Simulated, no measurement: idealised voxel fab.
The document below concerns the process module designated voxel capacitor over wiring.
Shown is cross-section cut, with a width of 205 nm and square cells of size 5 nm.
Throughout this document, each cross-section is represented as a grid of square cells and is presented as a sequence of bands enumerated from the top downward, where a band comprises one or more rows of cells.
What a band's entry tells you: where the top is and where the bottom is, as heights in nm, and after that what lies inside, material by material from left to right, each with its width in nm. Empty space is written as the word "air", and a single material marked with the word "everywhere" occupies the band from edge to edge.
Height is counted from the level 0, under which the received wafer is composed throughout of one material. The lowest of the bands is not closed at the bottom but continues downward, in the notation "z 0 and below".
A width such as "30->40" changes by the same amount from each row of cells to the next, from the band's top row to its bottom row.
You'll sometimes find "left unchanged" written for a step, and that's the way of saying that nowhere in the cross-section did a cell change during that step.
Sealed void inventory: empty space of 8 cells or more with no open way to the top, each as width x height at its distance from the left edge, in nm
On a step's line, text after the settings is the simulator commenting on that step.
overlay nm: right-of-plan distance of the mask on a masked step; negative values mean left-of-plan.
-- This section lists the process steps that were planned
1) RECEIVE (material Si)
2) CONFORMAL_DEP (material SiO2; thk nm 15)
3) CONFORMAL_DEP (material SiCN; thk nm 5)
4) DIRECTIONAL_DEP (material lowk; thk nm 25)
5) MASKED_ETCH (tone open; mask id METAL_1; width nm 25; pitch nm 90; etch materials lowk; depth nm 25; overlay nm 0)
6) MASKED_ETCH (tone open; mask id METAL_1; width nm 25; pitch nm 90; etch materials SiCN; depth nm 5; overlay nm 0)
7) CONFORMAL_DEP (material TiN; thk nm 5)
8) FILL_DEP (material Cu; thk nm 5)
9) CMP (height nm 45)
10) CONFORMAL_DEP (material SiCN; thk nm 5)
11) DIRECTIONAL_DEP (material lowk; thk nm 10)
12) DIRECTIONAL_DEP (material aC; thk nm 15)
13) PATTERN (tone open; mask id PLUG_1; material resist; width nm 15; thk nm 30; overlay nm 0)
14) DIRECTIONAL_ETCH (etch materials aC; depth nm 15)
15) STRIP (etch materials resist)
16) DIRECTIONAL_ETCH (etch materials lowk; depth nm 10)
17) DIRECTIONAL_ETCH (etch materials SiCN; depth nm 5)
18) STRIP (etch materials aC)
19) EPI (material Ru; thk nm 10)
20) EPI (material Ru; thk nm 5)
21) DIRECTIONAL_DEP (material TiN; thk nm 5)
22) DIRECTIONAL_DEP (material SiN; thk nm 5)
23) DIRECTIONAL_DEP (material TiN; thk nm 5)
24) PATTERN (tone cover; mask id UPPER_PLATE; material resist; width nm 70; thk nm 15; overlay nm 0)
25) DIRECTIONAL_ETCH (etch materials TiN; depth nm 5)
26) DIRECTIONAL_ETCH (etch materials SiN; depth nm 5)
27) STRIP (etch materials resist)
28) DIRECTIONAL_DEP (material aC; thk nm 15)
29) PATTERN (tone cover; mask id LOWER_PLATE; material resist; width nm 80; thk nm 35; overlay nm 0)
30) DIRECTIONAL_ETCH (etch materials aC; depth nm 15)
31) STRIP (etch materials resist)
32) DIRECTIONAL_ETCH (etch materials TiN; depth nm 5)
33) STRIP (etch materials aC)
34) FILL_DEP (material SiO2; thk nm 20)
35) CMP (height nm 90)
36) DIRECTIONAL_DEP (material aC; thk nm 15)
37) PATTERN (tone open; mask id PLUG_2; material resist; width nm 15; thk nm 35; overlay nm 0)
38) DIRECTIONAL_ETCH (etch materials aC; depth nm 15)
39) STRIP (etch materials resist)
40) DIRECTIONAL_ETCH (etch materials SiO2; depth nm 15)
41) STRIP (etch materials aC)
42) CONFORMAL_DEP (material TiN; thk nm 5)
43) FILL_DEP (material Cu; thk nm 10)
44) CMP (height nm 90)
45) CONFORMAL_DEP (material SiCN; thk nm 5)
-- Incoming wafer, cross-sectional view, post step 1
z 0 and below = Si everywhere
Sealed void inventory: none
-- Looking at the first of two wafers in cross-section at end of module - ran to plan
z 95 to 90 = SiCN everywhere
z 90 to 80 = 65 SiO2 / 5 TiN / 5 Cu / 5 TiN / 125 SiO2
z 80 to 70 = 65->55 SiO2 / 15->70 TiN / 125->80 SiO2
z 70 to 65 = 55 SiO2 / 70 SiN / 80 SiO2
z 65 to 60 = 50 SiO2 / 80 TiN / 75 SiO2
z 60 to 50 = 55 lowk / 15 Ru / 135 lowk
z 50 to 45 = 55 SiCN / 15 Ru / 135 SiCN
z 45 to 20 = 45 lowk / 5 TiN / 15 Cu / 5 TiN / 65 lowk / 5 TiN / 15 Cu / 5 TiN / 45 lowk
z 20 to 15 = 45 SiCN / 25 TiN / 65 SiCN / 25 TiN / 45 SiCN
z 15 to 0 = SiO2 everywhere
z 0 and below = Si everywhere
Sealed void inventory: none
-- The second wafer, shown in cross-section after the module: started the same way as the first and given the same plan, yet one mistake crept into how it was run
z 95 to 90 = SiCN everywhere
z 90 to 85 = Cu everywhere
z 85 to 80 = 70 TiN / 5 Cu / 130 TiN
z 80 to 70 = 65->55 SiO2 / 15->70 TiN / 125->80 SiO2
z 70 to 65 = 55 SiO2 / 70 SiN / 80 SiO2
z 65 to 60 = 50 SiO2 / 80 TiN / 75 SiO2
z 60 to 50 = 55 lowk / 15 Ru / 135 lowk
z 50 to 45 = 55 SiCN / 15 Ru / 135 SiCN
z 45 to 20 = 45 lowk / 5 TiN / 15 Cu / 5 TiN / 65 lowk / 5 TiN / 15 Cu / 5 TiN / 45 lowk
z 20 to 15 = 45 SiCN / 25 TiN / 65 SiCN / 25 TiN / 45 SiCN
z 15 to 0 = SiO2 everywhere
z 0 and below = Si everywhere
Sealed void inventory: none
What went wrong in running the wafer? heads up, step 35 didn't go per plan, it actually ran as CMP (height nm 80)
Final difference in cells, second wafer against first, listed per material as more or fewer: Cu +40, SiO2 -76, TiN +36
